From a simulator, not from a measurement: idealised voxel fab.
The process module presented herein is designated voxel self aligned contacts.
Pictured: cross-section cut, 195 nm wide, on a grid of 5 nm square cells.
Square cells in a grid make up a cross-section in this document, and the grid is given as bands, listed from the top down, each one or more rows of cells. Look at the band entry: it leads with the top's height and the bottom's height in nm. Then it lists the materials left to right, with a width in nm for each. The word "all across" on a single material says that material fills the band edge to edge. The word "empty" is empty space. We count height from 0. Below that, the starting wafer is all one material. The lowest band never ends at the bottom but goes on down; see "0 -> down" for how that is written. Think of "30 to 40" as a width that walks from the first number to the second as you go down the band, top row to bottom row, taking equal-sized steps from row to row. "all unchanged" after a step means that no cell of the cross-section changed. Voids, enclosed: empty space of 8 cells or more with no open way to the top, each as width x height at its distance from the left edge, in nm. What comes after the settings on a step's line is commentary from the simulator itself on that step. Among the settings permitted on a step's line is "overlay nm"; applied to a step with a mask, it specifies the extent to which the mask lay to the right of its planned position, whereas a negative figure signifies a position to the left.

[plan]
1. RECEIVE, material Si
2. OXIDIZE, depth nm 5
3. DIRECTIONAL_DEP, material polySi, thk nm 20
4. DIRECTIONAL_DEP, material SiN, thk nm 20
5. MASKED_ETCH, tone cover, mask id GATE, width nm 35, pitch nm 65, etch materials SiN, depth nm 10, overlay nm 0
6. MASKED_ETCH, tone cover, mask id GATE, width nm 35, pitch nm 65, etch materials polySi, depth nm 20, overlay nm 0
7. CONFORMAL_DEP, material SiN, thk nm 5
8. DIRECTIONAL_ETCH, etch materials SiN, depth nm 5
9. FILL_DEP, material SiO2, thk nm 20
10. CMP, height nm 50
11. MASKED_ETCH, tone open, mask id CONTACT, width nm 50, etch materials SiO2, depth nm 55, overlay nm 0
12. CONFORMAL_DEP, material TiN, thk nm 5
13. FILL_DEP, material W, thk nm 10
14. CMP, height nm 50
15. CONFORMAL_DEP, material SiCN, thk nm 5
The plan's step 5 depth nm is the first wafer's value; the wafers differ in this setting and start identical.

[This is how the first of several wafers looked in cross-section when it arrived, which is after step 1]
* 0 -> down | Si all across
* Voids, enclosed: none

[The first of several wafers, seen in cross-section after the module's last step, step 15]
* 55 -> 50 | SiCN all across
* 50 -> 40 | SiO2 70 nm / TiN 5 to 20 nm / W 40 to 10 nm / TiN 5 to 20 nm / SiO2 75 nm
* 40 -> 35 | SiO2 40 nm / SiN 45 nm / TiN 5 nm / W 10 nm / TiN 5 nm / SiN 45 nm / SiO2 45 nm
* 35 -> 30 | SiO2 40 nm / SiN 45 nm / TiN 20 nm / SiN 45 nm / SiO2 45 nm
* 30 -> 20 | SiN all across
* 20 -> 0 | polySi all across
* 0 -> -5 | SiO2 all across
* -5 -> down | Si all across
* Voids, enclosed: none

[Cross-section of the final wafer among several, taken at the end of the module]
* 55 -> 50 | SiCN all across
* 50 -> 40 | SiO2 70 nm / TiN 5 to 20 nm / W 40 to 10 nm / TiN 5 to 20 nm / SiO2 75 nm
* 40 -> 20 | SiO2 40 nm / SiN 45 nm / TiN 5 nm / W 10 nm / TiN 5 nm / SiN 45 nm / SiO2 45 nm
* 20 -> 0 | SiO2 40 nm / SiN 5 nm / polySi 35 nm / SiN 5 nm / TiN 5 nm / W 10 nm / TiN 5 nm / SiN 5 nm / polySi 35 nm / SiN 5 nm / SiO2 45 nm
* 0 -> -5 | SiO2 85 nm / TiN 20 nm / SiO2 90 nm
* -5 -> down | Si all across
* Voids, enclosed: none

[Rows = wafers. At module end, each row lists per material the cells gained (+) or lost (-) since the wafer was received, then the closed voids]
depth nm 10 | -39 Si | +39 SiCN | +114 SiN | +131 SiO2 | +16 TiN | +12 W | +156 polySi | Voids, enclosed: none
depth nm 15 | -39 Si | +39 SiCN | +93 SiN | +148 SiO2 | +18 TiN | +14 W | +156 polySi | Voids, enclosed: none
depth nm 20 | -39 Si | +39 SiCN | +88 SiN | +229 SiO2 | +30 TiN | +26 W | +56 polySi | Voids, enclosed: none
depth nm 25 | -39 Si | +39 SiCN | +88 SiN | +229 SiO2 | +30 TiN | +26 W | +56 polySi | Voids, enclosed: none
depth nm 30 | -39 Si | +39 SiCN | +88 SiN | +229 SiO2 | +30 TiN | +26 W | +56 polySi | Voids, enclosed: none
depth nm 35 | -39 Si | +39 SiCN | +88 SiN | +229 SiO2 | +30 TiN | +26 W | +56 polySi | Voids, enclosed: none
